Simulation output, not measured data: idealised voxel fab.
The document below concerns the process module designated voxel transistor to metal.
FYI the section here is cut, 275 nm wide, cells are 5 nm squares.
When this document writes out a cross-section, it uses a grid of square cells and lists it as bands, beginning at the top and moving down, with a band standing for one or more rows of cells. For a band, the entry starts with two heights in nm, that of the top and then that of the bottom, and carries on with the band's materials in order from left to right, each alongside its width in nm; the word "all across" beside a single material means it fills the band edge to edge, and "empty" means empty space. Height is counted from the level 0, under which the received wafer is composed throughout of one material. The lowest of the bands is not closed at the bottom but continues downward, in the notation "0 -> down". When a width is written as two numbers, as in "30->40", the first number is the width in the top row of cells of the band and the second is the width in its bottom row, and the width changes by the same amount from each row to the next. "no alterations made" -> step changed no cross-section cell. Basically, "Closed void roster" tells you about the enclosed voids: empty spaces with no open way to the top, 8 cells or bigger, each written width x height at distance, where distance is from the left edge, all in nm. The remark found on a step's line after its settings is issued by the simulator itself and pertains to that step. overlay nm: how far to the right of its planned place the mask lay on this masked step (negative: to the left). Each pair of cross-sections that follows straddles one process step: the one shows the state before the step, the other the state after it, down to the lowest band that changed and no further. The step in question, and its settings, are given under the pair. Note that a pair is not necessarily a continuation of the pair above it, since pairs can come from different runs of this module on the same starting wafer; it is a continuation only where its entry headed "Structure before processing" says so.
## Structure before processing
    35 -> 30: empty (45)  TiN (25)  empty (5)  TiN (25)  empty (75)  TiN (25)  empty (5)  TiN (25)  empty (45)
    30 -> 25: TiN (50)  HfO2 (15)  TiN (5)  empty (5)  TiN (5)  HfO2 (15)  TiN (85)  HfO2 (15)  TiN (5)  empty (5)  TiN (5)  HfO2 (15)  TiN (50)
    25 -> 20: HfO2 (55)  SiN (5)  HfO2 (5)  TiN (5)  empty (5)  TiN (5)  HfO2 (5)  SiN (5)  HfO2 (95)  SiN (5)  HfO2 (5)  TiN (5)  empty (5)  TiN (5)  HfO2 (5)  SiN (5)  HfO2 (55)
    20 -> 5: SiO2 (55)  SiN (5)  HfO2 (5)  TiN (5)  empty (5)  TiN (5)  HfO2 (5)  SiN (5)  SiO2 (95)  SiN (5)  HfO2 (5)  TiN (5)  empty (5)  TiN (5)  HfO2 (5)  SiN (5)  SiO2 (55)
    5 -> 0: SiO2 (15)  SiN (5)  SiO2 (25)  nSi (10)  SiN (5)  HfO2 (5)  TiN (15)  HfO2 (5)  SiN (5)  nSi (10)  SiO2 (30)  SiN (5)  SiO2 (10)  SiN (5)  SiO2 (25)  nSi (10)  SiN (5)  HfO2 (5)  TiN (15)  HfO2 (5)  SiN (5)  nSi (10)  SiO2 (30)  SiN (5)  SiO2 (10)
    0 -> -5: SiO2 (20)  nSi (35)  HfO2 (35)  nSi (40)  SiO2 (20)  nSi (35)  HfO2 (35)  nSi (40)  SiO2 (15)
    -5 -> -10: SiO2 (20)  nSi (35)  Si (35)  nSi (40)  SiO2 (20)  nSi (35)  Si (35)  nSi (40)  SiO2 (15)
    -10 -> -25: SiO2 (20)  Si (110)  SiO2 (20)  Si (110)  SiO2 (15)
    -25 -> down: Si all across
    Closed void roster: none
## Cross-Section After Step
    40 -> 35: W all across
    35 -> 30: W (45)  TiN (25)  W (5)  TiN (25)  W (75)  TiN (25)  W (5)  TiN (25)  W (45)
    30 -> 25: TiN (50)  HfO2 (15)  TiN (5)  W (5)  TiN (5)  HfO2 (15)  TiN (85)  HfO2 (15)  TiN (5)  W (5)  TiN (5)  HfO2 (15)  TiN (50)
    25 -> 20: HfO2 (55)  SiN (5)  HfO2 (5)  TiN (5)  W (5)  TiN (5)  HfO2 (5)  SiN (5)  HfO2 (95)  SiN (5)  HfO2 (5)  TiN (5)  W (5)  TiN (5)  HfO2 (5)  SiN (5)  HfO2 (55)
    20 -> 5: SiO2 (55)  SiN (5)  HfO2 (5)  TiN (5)  W (5)  TiN (5)  HfO2 (5)  SiN (5)  SiO2 (95)  SiN (5)  HfO2 (5)  TiN (5)  W (5)  TiN (5)  HfO2 (5)  SiN (5)  SiO2 (55)
    All layers under 5 are left as they were.
    Closed void roster: none
Can you say which step sits between the two cross-sections above? FILL_DEP: material W, thk nm 5
Structure before processing: the after view from the pair directly above serves as the before view here.
## Cross-Section After Step
    20 -> 5: SiO2 (55)  SiN (5)  HfO2 (5)  TiN (5)  W (5)  TiN (5)  HfO2 (5)  SiN (5)  SiO2 (95)  SiN (5)  HfO2 (5)  TiN (5)  W (5)  TiN (5)  HfO2 (5)  SiN (5)  SiO2 (55)
    All layers under 5 are left as they were.
    Closed void roster: none
Can you say which step sits between the two cross-sections above? CMP: height nm 20
Structure before processing: the after view from the pair directly above serves as the before view here.
## Cross-Section After Step
    30 -> 20: SiO2 all across
    All layers under 20 are left as they were.
    Closed void roster: none
Can you say which step sits between the two cross-sections above? DIRECTIONAL_DEP: material SiO2, thk nm 10
Structure before processing: the after view from the pair directly above serves as the before view here.
## Cross-Section After Step
    45 -> 30: resist (30)  empty (15)  resist (55)  empty (15)  resist (45)  empty (15)  resist (55)  empty (15)  resist (30)
    All layers under 30 are left as they were.
    Closed void roster: none
Can you say which step sits between the two cross-sections above? PATTERN: tone open, mask id CONTACT, material resist, width nm 15, thk nm 15, overlay nm 0
Structure before processing: the after view from the pair directly above serves as the before view here.
## Cross-Section After Step
    45 -> 30: resist (30)  empty (15)  resist (55)  empty (15)  resist (45)  empty (15)  resist (55)  empty (15)  resist (30)
    30 -> 20: SiO2 (30)  empty (15)  SiO2 (55)  empty (15)  SiO2 (45)  empty (15)  SiO2 (55)  empty (15)  SiO2 (30)
    20 -> 5: SiO2 (30)  empty (15)  SiO2 (10)  SiN (5)  HfO2 (5)  TiN (5)  W (5)  TiN (5)  HfO2 (5)  SiN (5)  SiO2 (10)  empty (15)  SiO2 (45)  empty (15)  SiO2 (10)  SiN (5)  HfO2 (5)  TiN (5)  W (5)  TiN (5)  HfO2 (5)  SiN (5)  SiO2 (10)  empty (15)  SiO2 (30)
    5 -> 0: SiO2 (15)  SiN (5)  SiO2 (10)  empty (15)  nSi (10)  SiN (5)  HfO2 (5)  TiN (15)  HfO2 (5)  SiN (5)  nSi (10)  empty (15)  SiO2 (15)  SiN (5)  SiO2 (10)  SiN (5)  SiO2 (10)  empty (15)  nSi (10)  SiN (5)  HfO2 (5)  TiN (15)  HfO2 (5)  SiN (5)  nSi (10)  empty (15)  SiO2 (15)  SiN (5)  SiO2 (10)
    All layers under 0 are left as they were.
    Closed void roster: none
Can you say which step sits between the two cross-sections above? DIRECTIONAL_ETCH: etch materials SiO2, depth nm 30
Structure before processing: the after view from the pair directly above serves as the before view here.
## Cross-Section After Step
    30 -> 20: SiO2 (30)  empty (15)  SiO2 (55)  empty (15)  SiO2 (45)  empty (15)  SiO2 (55)  empty (15)  SiO2 (30)
    All layers under 20 are left as they were.
    Closed void roster: none
Can you say which step sits between the two cross-sections above? STRIP: etch materials resist
Structure before processing: the after view from the pair directly above serves as the before view here.
## Cross-Section After Step
    35 -> 30: TiN (35)  empty (5)  TiN (65)  empty (5)  TiN (55)  empty (5)  TiN (65)  empty (5)  TiN (35)
    30 -> 20: SiO2 (30)  TiN (5)  empty (5)  TiN (5)  SiO2 (55)  TiN (5)  empty (5)  TiN (5)  SiO2 (45)  TiN (5)  empty (5)  TiN (5)  SiO2 (55)  TiN (5)  empty (5)  TiN (5)  SiO2 (30)
    20 -> 5: SiO2 (30)  TiN (5)  empty (5)  TiN (5)  SiO2 (10)  SiN (5)  HfO2 (5)  TiN (5)  W (5)  TiN (5)  HfO2 (5)  SiN (5)  SiO2 (10)  TiN (5)  empty (5)  TiN (5)  SiO2 (45)  TiN (5)  empty (5)  TiN (5)  SiO2 (10)  SiN (5)  HfO2 (5)  TiN (5)  W (5)  TiN (5)  HfO2 (5)  SiN (5)  SiO2 (10)  TiN (5)  empty (5)  TiN (5)  SiO2 (30)
    5 -> 0: SiO2 (15)  SiN (5)  SiO2 (10)  TiN (15)  nSi (10)  SiN (5)  HfO2 (5)  TiN (15)  HfO2 (5)  SiN (5)  nSi (10)  TiN (15)  SiO2 (15)  SiN (5)  SiO2 (10)  SiN (5)  SiO2 (10)  TiN (15)  nSi (10)  SiN (5)  HfO2 (5)  TiN (15)  HfO2 (5)  SiN (5)  nSi (10)  TiN (15)  SiO2 (15)  SiN (5)  SiO2 (10)
    All layers under 0 are left as they were.
    Closed void roster: none
Can you say which step sits between the two cross-sections above? CONFORMAL_DEP: material TiN, thk nm 5
Structure before processing: the after view from the pair directly above serves as the before view here.
## Cross-Section After Step
    40 -> 35: W all across
    35 -> 30: TiN (35)  W (5)  TiN (65)  W (5)  TiN (55)  W (5)  TiN (65)  W (5)  TiN (35)
    30 -> 20: SiO2 (30)  TiN (5)  W (5)  TiN (5)  SiO2 (55)  TiN (5)  W (5)  TiN (5)  SiO2 (45)  TiN (5)  W (5)  TiN (5)  SiO2 (55)  TiN (5)  W (5)  TiN (5)  SiO2 (30)
    20 -> 5: SiO2 (30)  TiN (5)  W (5)  TiN (5)  SiO2 (10)  SiN (5)  HfO2 (5)  TiN (5)  W (5)  TiN (5)  HfO2 (5)  SiN (5)  SiO2 (10)  TiN (5)  W (5)  TiN (5)  SiO2 (45)  TiN (5)  W (5)  TiN (5)  SiO2 (10)  SiN (5)  HfO2 (5)  TiN (5)  W (5)  TiN (5)  HfO2 (5)  SiN (5)  SiO2 (10)  TiN (5)  W (5)  TiN (5)  SiO2 (30)
    All layers under 5 are left as they were.
    Closed void roster: none
Can you say which step sits between the two cross-sections above? FILL_DEP: material W, thk nm 5
Structure before processing: the after view from the pair directly above serves as the before view here.
## Cross-Section After Step
    30 -> 20: SiO2 (30)  TiN (5)  W (5)  TiN (5)  SiO2 (55)  TiN (5)  W (5)  TiN (5)  SiO2 (45)  TiN (5)  W (5)  TiN (5)  SiO2 (55)  TiN (5)  W (5)  TiN (5)  SiO2 (30)
    All layers under 20 are left as they were.
    Closed void roster: none
Can you say which step sits between the two cross-sections above? CMP: height nm 30
Structure before processing: the after view from the pair directly above serves as the before view here.
## Cross-Section After Step
    35 -> 30: SiCN all across
    All layers under 30 are left as they were.
    Closed void roster: none
Can you say which step sits between the two cross-sections above? CONFORMAL_DEP: material SiCN, thk nm 5
Structure before processing: the after view from the pair directly above serves as the before view here.
## Cross-Section After Step
    50 -> 35: SiO2 all across
    All layers under 35 are left as they were.
    Closed void roster: none
Can you say which step sits between the two cross-sections above? DIRECTIONAL_DEP: material SiO2, thk nm 15
Structure before processing: the after view from the pair directly above serves as the before view here.
## Cross-Section After Step
    65 -> 50: aC all across
    All layers under 50 are left as they were.
    Closed void roster: none
Can you say which step sits between the two cross-sections above? DIRECTIONAL_DEP: material aC, thk nm 15
Structure before processing: the after view from the pair directly above serves as the before view here.
## Cross-Section After Step
    100 -> 65: resist (30)  empty (15)  resist (55)  empty (15)  resist (45)  empty (15)  resist (55)  empty (15)  resist (30)
    All layers under 65 are left as they were.
    Closed void roster: none
Can you say which step sits between the two cross-sections above? PATTERN: tone open, mask id METAL_1, material resist, width nm 15, thk nm 35, overlay nm 0
Structure before processing: the after view from the pair directly above serves as the before view here.
## Cross-Section After Step
    85 -> 65: resist (30)  empty (15)  resist (55)  empty (15)  resist (45)  empty (15)  resist (55)  empty (15)  resist (30)
    65 -> 50: aC (30)  empty (15)  aC (55)  empty (15)  aC (45)  empty (15)  aC (55)  empty (15)  aC (30)
    All layers under 50 are left as they were.
    Closed void roster: none
Can you say which step sits between the two cross-sections above? DIRECTIONAL_ETCH: etch materials aC, depth nm 15
Structure before processing: the after view from the pair directly above serves as the before view here.
## Cross-Section After Step
    65 -> 50: aC (30)  empty (15)  aC (55)  empty (15)  aC (45)  empty (15)  aC (55)  empty (15)  aC (30)
    All layers under 50 are left as they were.
    Closed void roster: none
Can you say which step sits between the two cross-sections above? STRIP: etch materials resist
Structure before processing: the after view from the pair directly above serves as the before view here.
## Cross-Section After Step
    65 -> 50: aC (30)  empty (15)  aC (55)  empty (15)  aC (45)  empty (15)  aC (55)  empty (15)  aC (30)
    50 -> 35: SiO2 (30)  empty (15)  SiO2 (55)  empty (15)  SiO2 (45)  empty (15)  SiO2 (55)  empty (15)  SiO2 (30)
    All layers under 35 are left as they were.
    Closed void roster: none
Can you say which step sits between the two cross-sections above? DIRECTIONAL_ETCH: etch materials SiO2, depth nm 15
Structure before processing: the after view from the pair directly above serves as the before view here.
## Cross-Section After Step
    65 -> 50: aC (30)  empty (15)  aC (55)  empty (15)  aC (45)  empty (15)  aC (55)  empty (15)  aC (30)
    50 -> 35: SiO2 (30)  empty (15)  SiO2 (55)  empty (15)  SiO2 (45)  empty (15)  SiO2 (55)  empty (15)  SiO2 (30)
    35 -> 30: SiCN (30)  empty (15)  SiCN (55)  empty (15)  SiCN (45)  empty (15)  SiCN (55)  empty (15)  SiCN (30)
    All layers under 30 are left as they were.
    Closed void roster: none
Can you say which step sits between the two cross-sections above? DIRECTIONAL_ETCH: etch materials SiCN, depth nm 5
Structure before processing: the after view from the pair directly above serves as the before view here.
## Cross-Section After Step
    50 -> 35: SiO2 (30)  empty (15)  SiO2 (55)  empty (15)  SiO2 (45)  empty (15)  SiO2 (55)  empty (15)  SiO2 (30)
    All layers under 35 are left as they were.
    Closed void roster: none
Can you say which step sits between the two cross-sections above? STRIP: etch materials aC
Structure before processing: the after view from the pair directly above serves as the before view here.
## Cross-Section After Step
    55 -> 50: TiN (35)  empty (5)  TiN (65)  empty (5)  TiN (55)  empty (5)  TiN (65)  empty (5)  TiN (35)
    50 -> 35: SiO2 (30)  TiN (5)  empty (5)  TiN (5)  SiO2 (55)  TiN (5)  empty (5)  TiN (5)  SiO2 (45)  TiN (5)  empty (5)  TiN (5)  SiO2 (55)  TiN (5)  empty (5)  TiN (5)  SiO2 (30)
    35 -> 30: SiCN (30)  TiN (15)  SiCN (55)  TiN (15)  SiCN (45)  TiN (15)  SiCN (55)  TiN (15)  SiCN (30)
    All layers under 30 are left as they were.
    Closed void roster: none
Can you say which step sits between the two cross-sections above? CONFORMAL_DEP: material TiN, thk nm 5
Structure before processing: the after view from the pair directly above serves as the before view here.
## Cross-Section After Step
    60 -> 55: W all across
    55 -> 50: TiN (35)  W (5)  TiN (65)  W (5)  TiN (55)  W (5)  TiN (65)  W (5)  TiN (35)
    50 -> 35: SiO2 (30)  TiN (5)  W (5)  TiN (5)  SiO2 (55)  TiN (5)  W (5)  TiN (5)  SiO2 (45)  TiN (5)  W (5)  TiN (5)  SiO2 (55)  TiN (5)  W (5)  TiN (5)  SiO2 (30)
    All layers under 35 are left as they were.
    Closed void roster: none
Can you say which step sits between the two cross-sections above? FILL_DEP: material W, thk nm 5
Structure before processing: the after view from the pair directly above serves as the before view here.
## Cross-Section After Step
    50 -> 35: SiO2 (30)  TiN (5)  W (5)  TiN (5)  SiO2 (55)  TiN (5)  W (5)  TiN (5)  SiO2 (45)  TiN (5)  W (5)  TiN (5)  SiO2 (55)  TiN (5)  W (5)  TiN (5)  SiO2 (30)
    All layers under 35 are left as they were.
    Closed void roster: none
Can you say which step sits between the two cross-sections above? CMP: height nm 50
Structure before processing: the after view from the pair directly above serves as the before view here.
## Cross-Section After Step
    55 -> 50: empty (25)  Ru (25)  empty (45)  Ru (25)  empty (35)  Ru (25)  empty (45)  Ru (25)  empty (25)
    All layers under 50 are left as they were.
    Closed void roster: none
Can you say which step sits between the two cross-sections above? EPI: material Ru, thk nm 5
Structure before processing: the after view from the pair directly above serves as the before view here.
## Cross-Section After Step
    60 -> 55: SiCN all across
    55 -> 50: SiCN (25)  Ru (25)  SiCN (45)  Ru (25)  SiCN (35)  Ru (25)  SiCN (45)  Ru (25)  SiCN (25)
    All layers under 50 are left as they were.
    Closed void roster: none
Can you say which step sits between the two cross-sections above? FILL_DEP: material SiCN, thk nm 5
## Structure before processing
    65 -> 50: aC all across
    50 -> 35: SiO2 all across
    35 -> 30: SiCN all across
    30 -> 20: SiO2 (30)  TiN (5)  W (5)  TiN (5)  SiO2 (55)  TiN (5)  W (5)  TiN (5)  SiO2 (45)  TiN (5)  W (5)  TiN (5)  SiO2 (55)  TiN (5)  W (5)  TiN (5)  SiO2 (30)
    20 -> 5: SiO2 (30)  TiN (5)  W (5)  TiN (5)  SiO2 (10)  SiN (5)  HfO2 (5)  TiN (5)  W (5)  TiN (5)  HfO2 (5)  SiN (5)  SiO2 (10)  TiN (5)  W (5)  TiN (5)  SiO2 (45)  TiN (5)  W (5)  TiN (5)  SiO2 (10)  SiN (5)  HfO2 (5)  TiN (5)  W (5)  TiN (5)  HfO2 (5)  SiN (5)  SiO2 (10)  TiN (5)  W (5)  TiN (5)  SiO2 (30)
    5 -> 0: SiO2 (15)  SiN (5)  SiO2 (10)  TiN (15)  nSi (10)  SiN (5)  HfO2 (5)  TiN (15)  HfO2 (5)  SiN (5)  nSi (10)  TiN (15)  SiO2 (10)  SiN (5)  SiO2 (15)  SiN (5)  SiO2 (10)  TiN (15)  nSi (10)  SiN (5)  HfO2 (5)  TiN (15)  HfO2 (5)  SiN (5)  nSi (10)  TiN (15)  SiO2 (10)  SiN (5)  SiO2 (15)
    0 -> -5: SiO2 (20)  nSi (35)  HfO2 (35)  nSi (35)  SiO2 (25)  nSi (35)  HfO2 (35)  nSi (35)  SiO2 (20)
    -5 -> -10: SiO2 (20)  nSi (35)  Si (35)  nSi (35)  SiO2 (25)  nSi (35)  Si (35)  nSi (35)  SiO2 (20)
    -10 -> -25: SiO2 (20)  Si (105)  SiO2 (25)  Si (105)  SiO2 (20)
    -25 -> down: Si all across
    Closed void roster: none
## Cross-Section After Step
    100 -> 65: resist (20)  empty (15)  resist (55)  empty (15)  resist (45)  empty (15)  resist (55)  empty (15)  resist (40)
    All layers under 65 are left as they were.
    Closed void roster: none
Can you say which step sits between the two cross-sections above? PATTERN: tone open, mask id METAL_1, material resist, width nm 15, thk nm 35, overlay nm -10
Structure before processing: the after view from the pair directly above serves as the before view here.
## Cross-Section After Step
    85 -> 65: resist (20)  empty (15)  resist (55)  empty (15)  resist (45)  empty (15)  resist (55)  empty (15)  resist (40)
    65 -> 50: aC (20)  empty (15)  aC (55)  empty (15)  aC (45)  empty (15)  aC (55)  empty (15)  aC (40)
    All layers under 50 are left as they were.
    Closed void roster: none
Can you say which step sits between the two cross-sections above? DIRECTIONAL_ETCH: etch materials aC, depth nm 15
Structure before processing: the after view from the pair directly above serves as the before view here.
## Cross-Section After Step
    65 -> 50: aC (20)  empty (15)  aC (55)  empty (15)  aC (45)  empty (15)  aC (55)  empty (15)  aC (40)
    All layers under 50 are left as they were.
    Closed void roster: none
Can you say which step sits between the two cross-sections above? STRIP: etch materials resist
Structure before processing: the after view from the pair directly above serves as the before view here.
## Cross-Section After Step
    65 -> 50: aC (20)  empty (15)  aC (55)  empty (15)  aC (45)  empty (15)  aC (55)  empty (15)  aC (40)
    50 -> 35: SiO2 (20)  empty (15)  SiO2 (55)  empty (15)  SiO2 (45)  empty (15)  SiO2 (55)  empty (15)  SiO2 (40)
    All layers under 35 are left as they were.
    Closed void roster: none
Can you say which step sits between the two cross-sections above? DIRECTIONAL_ETCH: etch materials SiO2, depth nm 15
Structure before processing: the after view from the pair directly above serves as the before view here.
## Cross-Section After Step
    65 -> 50: aC (20)  empty (15)  aC (55)  empty (15)  aC (45)  empty (15)  aC (55)  empty (15)  aC (40)
    50 -> 35: SiO2 (20)  empty (15)  SiO2 (55)  empty (15)  SiO2 (45)  empty (15)  SiO2 (55)  empty (15)  SiO2 (40)
    35 -> 30: SiCN (20)  empty (15)  SiCN (55)  empty (15)  SiCN (45)  empty (15)  SiCN (55)  empty (15)  SiCN (40)
    All layers under 30 are left as they were.
    Closed void roster: none
Can you say which step sits between the two cross-sections above? DIRECTIONAL_ETCH: etch materials SiCN, depth nm 5
Structure before processing: the after view from the pair directly above serves as the before view here.
## Cross-Section After Step
    50 -> 35: SiO2 (20)  empty (15)  SiO2 (55)  empty (15)  SiO2 (45)  empty (15)  SiO2 (55)  empty (15)  SiO2 (40)
    All layers under 35 are left as they were.
    Closed void roster: none
Can you say which step sits between the two cross-sections above? STRIP: etch materials aC
Structure before processing: the after view from the pair directly above serves as the before view here.
## Cross-Section After Step
    55 -> 50: TiN (25)  empty (5)  TiN (65)  empty (5)  TiN (55)  empty (5)  TiN (65)  empty (5)  TiN (45)
    50 -> 35: SiO2 (20)  TiN (5)  empty (5)  TiN (5)  SiO2 (55)  TiN (5)  empty (5)  TiN (5)  SiO2 (45)  TiN (5)  empty (5)  TiN (5)  SiO2 (55)  TiN (5)  empty (5)  TiN (5)  SiO2 (40)
    35 -> 30: SiCN (20)  TiN (15)  SiCN (55)  TiN (15)  SiCN (45)  TiN (15)  SiCN (55)  TiN (15)  SiCN (40)
    All layers under 30 are left as they were.
    Closed void roster: none
Can you say which step sits between the two cross-sections above? CONFORMAL_DEP: material TiN, thk nm 5
Structure before processing: the after view from the pair directly above serves as the before view here.
## Cross-Section After Step
    60 -> 55: W all across
    55 -> 50: TiN (25)  W (5)  TiN (65)  W (5)  TiN (55)  W (5)  TiN (65)  W (5)  TiN (45)
    50 -> 35: SiO2 (20)  TiN (5)  W (5)  TiN (5)  SiO2 (55)  TiN (5)  W (5)  TiN (5)  SiO2 (45)  TiN (5)  W (5)  TiN (5)  SiO2 (55)  TiN (5)  W (5)  TiN (5)  SiO2 (40)
    All layers under 35 are left as they were.
    Closed void roster: none
Can you say which step sits between the two cross-sections above? FILL_DEP: material W, thk nm 5
Structure before processing: the after view from the pair directly above serves as the before view here.
## Cross-Section After Step
    50 -> 35: SiO2 (20)  TiN (5)  W (5)  TiN (5)  SiO2 (55)  TiN (5)  W (5)  TiN (5)  SiO2 (45)  TiN (5)  W (5)  TiN (5)  SiO2 (55)  TiN (5)  W (5)  TiN (5)  SiO2 (40)
    All layers under 35 are left as they were.
    Closed void roster: none
Can you say which step sits between the two cross-sections above? CMP: height nm 50
Structure before processing: the after view from the pair directly above serves as the before view here.
## Cross-Section After Step
    55 -> 50: empty (15)  Ru (25)  empty (45)  Ru (25)  empty (35)  Ru (25)  empty (45)  Ru (25)  empty (35)
    All layers under 50 are left as they were.
    Closed void roster: none
Can you say which step sits between the two cross-sections above? EPI: material Ru, thk nm 5
Structure before processing: the after view from the pair directly above serves as the before view here.
## Cross-Section After Step
    60 -> 55: SiCN all across
    55 -> 50: SiCN (15)  Ru (25)  SiCN (45)  Ru (25)  SiCN (35)  Ru (25)  SiCN (45)  Ru (25)  SiCN (35)
    All layers under 50 are left as they were.
    Closed void roster: none
Can you say which step sits between the two cross-sections above? FILL_DEP: material SiCN, thk nm 5
## Structure before processing
    30 -> 20: SiO2 (30)  empty (15)  SiO2 (55)  empty (15)  SiO2 (45)  empty (15)  SiO2 (55)  empty (15)  SiO2 (30)
    20 -> 5: SiO2 (30)  empty (15)  SiO2 (10)  SiN (5)  HfO2 (5)  TiN (5)  W (5)  TiN (5)  HfO2 (5)  SiN (5)  SiO2 (10)  empty (15)  SiO2 (45)  empty (15)  SiO2 (10)  SiN (5)  HfO2 (5)  TiN (5)  W (5)  TiN (5)  HfO2 (5)  SiN (5)  SiO2 (10)  empty (15)  SiO2 (30)
    5 -> 0: SiO2 (15)  SiN (5)  SiO2 (10)  empty (15)  nSi (10)  SiN (5)  HfO2 (5)  TiN (15)  HfO2 (5)  SiN (5)  nSi (10)  empty (15)  SiO2 (10)  SiN (5)  SiO2 (15)  SiN (5)  SiO2 (10)  empty (15)  nSi (10)  SiN (5)  HfO2 (5)  TiN (15)  HfO2 (5)  SiN (5)  nSi (10)  empty (15)  SiO2 (10)  SiN (5)  SiO2 (15)
    0 -> -5: SiO2 (20)  nSi (35)  HfO2 (35)  nSi (35)  SiO2 (25)  nSi (35)  HfO2 (35)  nSi (35)  SiO2 (20)
    -5 -> -10: SiO2 (20)  nSi (35)  Si (35)  nSi (35)  SiO2 (25)  nSi (35)  Si (35)  nSi (35)  SiO2 (20)
    -10 -> -25: SiO2 (20)  Si (105)  SiO2 (25)  Si (105)  SiO2 (20)
    -25 -> down: Si all across
    Closed void roster: none
## Cross-Section After Step
    35 -> 30: Ru (35)  empty (5)  Ru (65)  empty (5)  Ru (55)  empty (5)  Ru (65)  empty (5)  Ru (35)
    30 -> 20: SiO2 (30)  Ru (5)  empty (5)  Ru (5)  SiO2 (55)  Ru (5)  empty (5)  Ru (5)  SiO2 (45)  Ru (5)  empty (5)  Ru (5)  SiO2 (55)  Ru (5)  empty (5)  Ru (5)  SiO2 (30)
    20 -> 5: SiO2 (30)  Ru (5)  empty (5)  Ru (5)  SiO2 (10)  SiN (5)  HfO2 (5)  TiN (5)  W (5)  TiN (5)  HfO2 (5)  SiN (5)  SiO2 (10)  Ru (5)  empty (5)  Ru (5)  SiO2 (45)  Ru (5)  empty (5)  Ru (5)  SiO2 (10)  SiN (5)  HfO2 (5)  TiN (5)  W (5)  TiN (5)  HfO2 (5)  SiN (5)  SiO2 (10)  Ru (5)  empty (5)  Ru (5)  SiO2 (30)
    5 -> 0: SiO2 (15)  SiN (5)  SiO2 (10)  Ru (15)  nSi (10)  SiN (5)  HfO2 (5)  TiN (15)  HfO2 (5)  SiN (5)  nSi (10)  Ru (15)  SiO2 (10)  SiN (5)  SiO2 (15)  SiN (5)  SiO2 (10)  Ru (15)  nSi (10)  SiN (5)  HfO2 (5)  TiN (15)  HfO2 (5)  SiN (5)  nSi (10)  Ru (15)  SiO2 (10)  SiN (5)  SiO2 (15)
    All layers under 0 are left as they were.
    Closed void roster: none
Can you say which step sits between the two cross-sections above? CONFORMAL_DEP: material Ru, thk nm 5
Structure before processing: the after view from the pair directly above serves as the before view here.
## Cross-Section After Step
    40 -> 35: W all across
    35 -> 30: Ru (35)  W (5)  Ru (65)  W (5)  Ru (55)  W (5)  Ru (65)  W (5)  Ru (35)
    30 -> 20: SiO2 (30)  Ru (5)  W (5)  Ru (5)  SiO2 (55)  Ru (5)  W (5)  Ru (5)  SiO2 (45)  Ru (5)  W (5)  Ru (5)  SiO2 (55)  Ru (5)  W (5)  Ru (5)  SiO2 (30)
    20 -> 5: SiO2 (30)  Ru (5)  W (5)  Ru (5)  SiO2 (10)  SiN (5)  HfO2 (5)  TiN (5)  W (5)  TiN (5)  HfO2 (5)  SiN (5)  SiO2 (10)  Ru (5)  W (5)  Ru (5)  SiO2 (45)  Ru (5)  W (5)  Ru (5)  SiO2 (10)  SiN (5)  HfO2 (5)  TiN (5)  W (5)  TiN (5)  HfO2 (5)  SiN (5)  SiO2 (10)  Ru (5)  W (5)  Ru (5)  SiO2 (30)
    All layers under 5 are left as they were.
    Closed void roster: none
Can you say which step sits between the two cross-sections above? FILL_DEP: material W, thk nm 5
Structure before processing: the after view from the pair directly above serves as the before view here.
## Cross-Section After Step
    30 -> 20: SiO2 (30)  Ru (5)  W (5)  Ru (5)  SiO2 (55)  Ru (5)  W (5)  Ru (5)  SiO2 (45)  Ru (5)  W (5)  Ru (5)  SiO2 (55)  Ru (5)  W (5)  Ru (5)  SiO2 (30)
    All layers under 20 are left as they were.
    Closed void roster: none
Can you say which step sits between the two cross-sections above? CMP: height nm 30
Structure before processing: the after view from the pair directly above serves as the before view here.
## Cross-Section After Step
    35 -> 30: SiCN all across
    All layers under 30 are left as they were.
    Closed void roster: none
Can you say which step sits between the two cross-sections above? CONFORMAL_DEP: material SiCN, thk nm 5
Structure before processing: the after view from the pair directly above serves as the before view here.
## Cross-Section After Step
    50 -> 35: SiO2 all across
    All layers under 35 are left as they were.
    Closed void roster: none
Can you say which step sits between the two cross-sections above? DIRECTIONAL_DEP: material SiO2, thk nm 15
Structure before processing: the after view from the pair directly above serves as the before view here.
## Cross-Section After Step
    65 -> 50: aC all across
    All layers under 50 are left as they were.
    Closed void roster: none
Can you say which step sits between the two cross-sections above? DIRECTIONAL_DEP: material aC, thk nm 15
Structure before processing: the after view from the pair directly above serves as the before view here.
## Cross-Section After Step
    100 -> 65: resist (30)  empty (15)  resist (55)  empty (15)  resist (45)  empty (15)  resist (55)  empty (15)  resist (30)
    All layers under 65 are left as they were.
    Closed void roster: none
Can you say which step sits between the two cross-sections above? PATTERN: tone open, mask id METAL_1, material resist, width nm 15, thk nm 35, overlay nm 0
Structure before processing: the after view from the pair directly above serves as the before view here.
## Cross-Section After Step
    85 -> 65: resist (30)  empty (15)  resist (55)  empty (15)  resist (45)  empty (15)  resist (55)  empty (15)  resist (30)
    65 -> 50: aC (30)  empty (15)  aC (55)  empty (15)  aC (45)  empty (15)  aC (55)  empty (15)  aC (30)
    All layers under 50 are left as they were.
    Closed void roster: none
Can you say which step sits between the two cross-sections above? DIRECTIONAL_ETCH: etch materials aC, depth nm 15
Structure before processing: the after view from the pair directly above serves as the before view here.
## Cross-Section After Step
    65 -> 50: aC (30)  empty (15)  aC (55)  empty (15)  aC (45)  empty (15)  aC (55)  empty (15)  aC (30)
    All layers under 50 are left as they were.
    Closed void roster: none
Can you say which step sits between the two cross-sections above? STRIP: etch materials resist
Structure before processing: the after view from the pair directly above serves as the before view here.
## Cross-Section After Step
    65 -> 50: aC (30)  empty (15)  aC (55)  empty (15)  aC (45)  empty (15)  aC (55)  empty (15)  aC (30)
    50 -> 35: SiO2 (30)  empty (15)  SiO2 (55)  empty (15)  SiO2 (45)  empty (15)  SiO2 (55)  empty (15)  SiO2 (30)
    All layers under 35 are left as they were.
    Closed void roster: none
Can you say which step sits between the two cross-sections above? DIRECTIONAL_ETCH: etch materials SiO2, depth nm 15
Structure before processing: the after view from the pair directly above serves as the before view here.
## Cross-Section After Step
    65 -> 50: aC (30)  empty (15)  aC (55)  empty (15)  aC (45)  empty (15)  aC (55)  empty (15)  aC (30)
    50 -> 35: SiO2 (30)  empty (15)  SiO2 (55)  empty (15)  SiO2 (45)  empty (15)  SiO2 (55)  empty (15)  SiO2 (30)
    35 -> 30: SiCN (30)  empty (15)  SiCN (55)  empty (15)  SiCN (45)  empty (15)  SiCN (55)  empty (15)  SiCN (30)
    All layers under 30 are left as they were.
    Closed void roster: none
Can you say which step sits between the two cross-sections above? DIRECTIONAL_ETCH: etch materials SiCN, depth nm 5
Structure before processing: the after view from the pair directly above serves as the before view here.
## Cross-Section After Step
    50 -> 35: SiO2 (30)  empty (15)  SiO2 (55)  empty (15)  SiO2 (45)  empty (15)  SiO2 (55)  empty (15)  SiO2 (30)
    All layers under 35 are left as they were.
    Closed void roster: none
Can you say which step sits between the two cross-sections above? STRIP: etch materials aC
